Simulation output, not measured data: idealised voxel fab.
You're looking at the process module voxel fin reveal.
The cross-section shown here is cut; it is 215 nm wide and divided into square cells measuring 5 nm on a side.
Cross-sections here: square-cell grids, written as top-down lists of bands, a band being one or more rows of cells. For a band, the entry starts with two heights in nm, that of the top and then that of the bottom, and carries on with the band's materials in order from left to right, each alongside its width in nm; the word "everywhere" beside a single material means it fills the band edge to edge, and "blank" means empty space. Note: height 0 marks the level under which the wafer is uniformly one material as received. Lowest band unbounded below, written "0 and below". So if you see something like "30 to 40" for the width, read it as the top row of the band sitting at the first number and the bottom row at the second, with every row in between moving by the same amount as the last. "remained the same" -> step changed no cross-section cell. Under "Enclosed cavity list" you'll find the enclosed gaps, the ones with no way out to the top, that are 8 cells or bigger; each reads width x height at distance, with distance counted from the left edge, everything in nm. Anything after a step's settings on that line? It's the simulator's own note about the step. "overlay nm" answers the question of how far to the right of plan the mask lay on a step that has a mask, and when it is negative the answer is to the left.

LIST OF PLANNED PROCESS STEPS
1) RECEIVE: material Si
2) CONFORMAL_DEP: material SiN, thk nm 5
3) DIRECTIONAL_DEP: material aC, thk nm 15
4) PATTERN: tone cover, mask id FINS, material resist, width nm 15, pitch nm 40, thk nm 35, overlay nm 0
5) DIRECTIONAL_ETCH: etch materials aC, depth nm 15
6) STRIP: etch materials resist
7) DIRECTIONAL_ETCH: etch materials SiN, depth nm 5
8) DIRECTIONAL_ETCH: etch materials Si, depth nm 40
9) STRIP: etch materials aC
10) OXIDIZE: depth nm 5
11) FILL_DEP: material SiO2, thk nm 10
12) CMP: height nm 5
13) SELECTIVE_ETCH: etch materials SiO2, depth nm 15
14) STRIP: etch materials SiN
15) CONFORMAL_DEP: material HfO2, thk nm 5

FIRST WAFER OUT OF TWO, PROCESSED AS PLANNED

CROSS-SECTION, INCOMING MATERIAL, AFTER STEP 1
* 0 and below: Si everywhere
* Enclosed cavity list: none

AFTER STEP 2
* 5 down to 0: SiN everywhere
* Unchanged below 0.

AFTER STEP 3
* 20 down to 5: aC everywhere
* Unchanged below 5.

AFTER STEP 4
* 55 down to 20: blank (60); resist (15); blank (25); resist (15); blank (25); resist (15); blank (60)
* Unchanged below 20.

AFTER STEP 5
* 40 down to 20: blank (60); resist (15); blank (25); resist (15); blank (25); resist (15); blank (60)
* 20 down to 5: blank (60); aC (15); blank (25); aC (15); blank (25); aC (15); blank (60)
* Unchanged below 5.

AFTER STEP 6
* 20 down to 5: blank (60); aC (15); blank (25); aC (15); blank (25); aC (15); blank (60)
* Unchanged below 5.

AFTER STEP 7
* 20 down to 5: blank (60); aC (15); blank (25); aC (15); blank (25); aC (15); blank (60)
* 5 down to 0: blank (60); SiN (15); blank (25); SiN (15); blank (25); SiN (15); blank (60)
* Unchanged below 0.

AFTER STEP 8
* 20 down to 5: blank (60); aC (15); blank (25); aC (15); blank (25); aC (15); blank (60)
* 5 down to 0: blank (60); SiN (15); blank (25); SiN (15); blank (25); SiN (15); blank (60)
* 0 down to -40: blank (60); Si (15); blank (25); Si (15); blank (25); Si (15); blank (60)
* Unchanged below -40.

AFTER STEP 9
* 5 down to 0: blank (60); SiN (15); blank (25); SiN (15); blank (25); SiN (15); blank (60)
* Unchanged below 0.

AFTER STEP 10
* 5 down to 0: blank (60); SiN (15); blank (25); SiN (15); blank (25); SiN (15); blank (60)
* 0 down to -40: blank (60); SiO2 (5); Si (5); SiO2 (5); blank (25); SiO2 (5); Si (5); SiO2 (5); blank (25); SiO2 (5); Si (5); SiO2 (5); blank (60)
* -40 down to -45: SiO2 (65); Si (5); SiO2 (35); Si (5); SiO2 (35); Si (5); SiO2 (65)
* Unchanged below -45.

AFTER STEP 11
* 15 down to 5: SiO2 everywhere
* 5 down to 0: SiO2 (60); SiN (15); SiO2 (25); SiN (15); SiO2 (25); SiN (15); SiO2 (60)
* 0 down to -45: SiO2 (65); Si (5); SiO2 (35); Si (5); SiO2 (35); Si (5); SiO2 (65)
* Unchanged below -45.

AFTER STEP 12
* 5 down to 0: SiO2 (60); SiN (15); SiO2 (25); SiN (15); SiO2 (25); SiN (15); SiO2 (60)
* Unchanged below 0.

AFTER STEP 13
* 5 down to 0: blank (60); SiN (15); blank (25); SiN (15); blank (25); SiN (15); blank (60)
* 0 down to -10: blank (65); Si (5); blank (35); Si (5); blank (35); Si (5); blank (65)
* Unchanged below -10.

AFTER STEP 14
* 0 down to -10: blank (65); Si (5); blank (35); Si (5); blank (35); Si (5); blank (65)
* Unchanged below -10.

AFTER STEP 15
* 5 down to 0: blank (60); HfO2 (15); blank (25); HfO2 (15); blank (25); HfO2 (15); blank (60)
* 0 down to -5: blank (60); HfO2 (5); Si (5); HfO2 (5); blank (25); HfO2 (5); Si (5); HfO2 (5); blank (25); HfO2 (5); Si (5); HfO2 (5); blank (60)
* -5 down to -10: HfO2 (65); Si (5); HfO2 (35); Si (5); HfO2 (35); Si (5); HfO2 (65)
* Unchanged below -10.

WAFER TWO OF THE PAIR: SAME ORIGIN, SAME PLAN, ONE ERROR DURING THE RUN; IDENTICAL TO WAFER ONE UP TO AND INCLUDING STEP 12

SECOND WAFER CROSS-SECTION, TAKEN AS OF THE TIME THE PLAN SETS FOR STEP 13 TO BE DONE
* 5 down to 0: SiO2 (60); blank (15); SiO2 (25); blank (15); SiO2 (25); blank (15); SiO2 (60)
* Unchanged below 0.

SECOND WAFER CROSS-SECTION, TAKEN AS OF THE TIME THE PLAN SETS FOR STEP 14 TO BE DONE
* 0 down to -10: blank (65); Si (5); blank (35); Si (5); blank (35); Si (5); blank (65)
* -10 down to -15: SiO2 (45); blank (20); Si (5); blank (35); Si (5); blank (35); Si (5); blank (20); SiO2 (45)
* Unchanged below -15.

SECOND WAFER CROSS-SECTION, TAKEN AS OF THE TIME THE PLAN SETS FOR STEP 15 TO BE DONE
* 5 down to 0: blank (60); HfO2 (15); blank (25); HfO2 (15); blank (25); HfO2 (15); blank (60)
* 0 down to -5: blank (60); HfO2 (5); Si (5); HfO2 (5); blank (25); HfO2 (5); Si (5); HfO2 (5); blank (25); HfO2 (5); Si (5); HfO2 (5); blank (60)
* -5 down to -10: HfO2 (50); blank (10); HfO2 (5); Si (5); HfO2 (5); blank (25); HfO2 (5); Si (5); HfO2 (5); blank (25); HfO2 (5); Si (5); HfO2 (5); blank (10); HfO2 (50)
* -10 down to -15: SiO2 (45); HfO2 (20); Si (5); HfO2 (35); Si (5); HfO2 (35); Si (5); HfO2 (20); SiO2 (45)
* Unchanged below -15.
Deviation from plan: note: step 13 <-> step 14, run order reversed vs plan
at the end the second wafer has, in cells: +8 HfO2; -22 SiO2
